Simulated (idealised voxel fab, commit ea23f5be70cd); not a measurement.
process module | voxel self aligned vias
cross-section cut | 290 nm wide | cells 5 nm
A cross-section is a grid of square cells, given in bands from the top down. A band is one or more rows of cells.
Each band's line starts with the height of the band's top and of its bottom, in nm. Then come its materials from left to right, each with its width in nm. One material with "throughout" fills the band from edge to edge. "air" is empty space.
Height 0 is the level under which the wafer as received is all one material. The lowest band goes on downwards, as in "0 down".
A width such as "30 to 40" changes by the same amount from each row of cells to the next, from the band's top row to its bottom row.
"no change" after a step means that no cell of the cross-section changed.
closed voids: empty space of 8 cells or more with no open way to the top, each as width x height at its distance from the left edge, in nm
after a step's settings: what the simulator itself notes on the step
overlay nm, on a step with a mask: how far to the right of its planned place the mask lay; to the left if negative
plan
1 op RECEIVE | material Si
2 op CONFORMAL_DEP | material SiO2 | thk nm 10
3 op CONFORMAL_DEP | material SiCN | thk nm 5
4 op DIRECTIONAL_DEP | material lowk | thk nm 25
5 op MASKED_ETCH | tone open | mask id LINES | width nm 25 | pitch nm 65 | etch materials lowk | depth nm 25 | overlay nm 0
6 op CONFORMAL_DEP | material TiN | thk nm 5
7 op FILL_DEP | material Ru | thk nm 5
8 op CMP | height nm 40
9 op SELECTIVE_ETCH | etch materials W Ru TiN | depth nm 10
10 op FILL_DEP | material SiN | thk nm 10
11 op CMP | height nm 40
12 op DIRECTIONAL_DEP | material lowk | thk nm 20
13 op MASKED_ETCH | tone open | mask id VIAS | width nm 45 | etch materials lowk | depth nm 20 | overlay nm 0
14 op MASKED_ETCH | tone open | mask id VIAS | width nm 45 | etch materials SiN | depth nm 10 | overlay nm 0
15 op CONFORMAL_DEP | material TiN | thk nm 5
16 op FILL_DEP | material Ru | thk nm 10
17 op CMP | height nm 60
18 op CONFORMAL_DEP | material SiCN | thk nm 5
first wafer, as planned
as received, after step 1
  0 down: Si throughout
  closed voids: none
after step 2
  10 to 0: SiO2 throughout
  below 0: unchanged
after step 3
  15 to 10: SiCN throughout
  below 10: unchanged
after step 4
  40 to 15: lowk throughout
  below 15: unchanged
after step 5
  40 to 15: lowk 100 | air 25 | lowk 40 | air 25 | lowk 100
  below 15: unchanged
after step 6
  45 to 40: TiN 105 | air 15 | TiN 50 | air 15 | TiN 105
  40 to 20: lowk 100 | TiN 5 | air 15 | TiN 5 | lowk 40 | TiN 5 | air 15 | TiN 5 | lowk 100
  20 to 15: lowk 100 | TiN 25 | lowk 40 | TiN 25 | lowk 100
  below 15: unchanged
after step 7
  50 to 45: Ru throughout
  45 to 40: TiN 105 | Ru 15 | TiN 50 | Ru 15 | TiN 105
  40 to 20: lowk 100 | TiN 5 | Ru 15 | TiN 5 | lowk 40 | TiN 5 | Ru 15 | TiN 5 | lowk 100
  below 20: unchanged
after step 8
  40 to 20: lowk 100 | TiN 5 | Ru 15 | TiN 5 | lowk 40 | TiN 5 | Ru 15 | TiN 5 | lowk 100
  below 20: unchanged
after step 9
  40 to 30: lowk 100 | air 25 | lowk 40 | air 25 | lowk 100
  below 30: unchanged
after step 10
  50 to 40: SiN throughout
  40 to 30: lowk 100 | SiN 25 | lowk 40 | SiN 25 | lowk 100
  below 30: unchanged
after step 11
  40 to 30: lowk 100 | SiN 25 | lowk 40 | SiN 25 | lowk 100
  below 30: unchanged
after step 12
  60 to 40: lowk throughout
  below 40: unchanged
after step 13
  60 to 40: lowk 90 | air 45 | lowk 155
  below 40: unchanged
after step 14
  60 to 40: lowk 90 | air 45 | lowk 155
  40 to 30: lowk 100 | air 25 | lowk 40 | SiN 25 | lowk 100
  below 30: unchanged
after step 15
  65 to 60: TiN 95 | air 35 | TiN 160
  60 to 45: lowk 90 | TiN 5 | air 35 | TiN 5 | lowk 155
  45 to 40: lowk 90 | TiN 15 | air 15 | TiN 15 | lowk 155
  40 to 35: lowk 100 | TiN 5 | air 15 | TiN 5 | lowk 40 | SiN 25 | lowk 100
  35 to 30: lowk 100 | TiN 25 | lowk 40 | SiN 25 | lowk 100
  below 30: unchanged
after step 16
  75 to 65: Ru throughout
  65 to 60: TiN 95 | Ru 35 | TiN 160
  60 to 45: lowk 90 | TiN 5 | Ru 35 | TiN 5 | lowk 155
  45 to 40: lowk 90 | TiN 15 | Ru 15 | TiN 15 | lowk 155
  40 to 35: lowk 100 | TiN 5 | Ru 15 | TiN 5 | lowk 40 | SiN 25 | lowk 100
  below 35: unchanged
after step 17
  60 to 45: lowk 90 | TiN 5 | Ru 35 | TiN 5 | lowk 155
  below 45: unchanged
after step 18
  65 to 60: SiCN throughout
  below 60: unchanged
second wafer: like start, like plan, one mistake. Through step 12 it matches the first wafer
when step 13 should have ended
  60 to 40: lowk 90 | air 45 | lowk 155
  40 to 30: lowk 90 | air 10 | SiN 25 | air 10 | lowk 30 | SiN 25 | lowk 100
  30 to 20: lowk 90 | air 10 | TiN 5 | Ru 15 | TiN 5 | air 10 | lowk 30 | TiN 5 | Ru 15 | TiN 5 | lowk 100
  below 20: unchanged
when step 14 should have ended
  60 to 40: lowk 90 | air 45 | lowk 155
  40 to 30: lowk 90 | air 45 | lowk 30 | SiN 25 | lowk 100
  below 30: unchanged
when step 15 should have ended
  65 to 60: TiN 95 | air 35 | TiN 160
  60 to 40: lowk 90 | TiN 5 | air 35 | TiN 5 | lowk 155
  40 to 35: lowk 90 | TiN 5 | air 35 | TiN 5 | lowk 30 | SiN 25 | lowk 100
  35 to 30: lowk 90 | TiN 45 | lowk 30 | SiN 25 | lowk 100
  30 to 20: lowk 90 | TiN 15 | Ru 15 | TiN 15 | lowk 30 | TiN 5 | Ru 15 | TiN 5 | lowk 100
  below 20: unchanged
when step 16 should have ended
  75 to 65: Ru throughout
  65 to 60: TiN 95 | Ru 35 | TiN 160
  60 to 40: lowk 90 | TiN 5 | Ru 35 | TiN 5 | lowk 155
  40 to 35: lowk 90 | TiN 5 | Ru 35 | TiN 5 | lowk 30 | SiN 25 | lowk 100
  below 35: unchanged
when step 17 should have ended
  60 to 40: lowk 90 | TiN 5 | Ru 35 | TiN 5 | lowk 155
  below 40: unchanged
when step 18 should have ended
  65 to 60: SiCN throughout
  below 60: unchanged
what went wrong: step 13 was run twice
at the end the second wafer has, in cells: 8 more of Ru | 8 more of TiN | 16 fewer of lowk
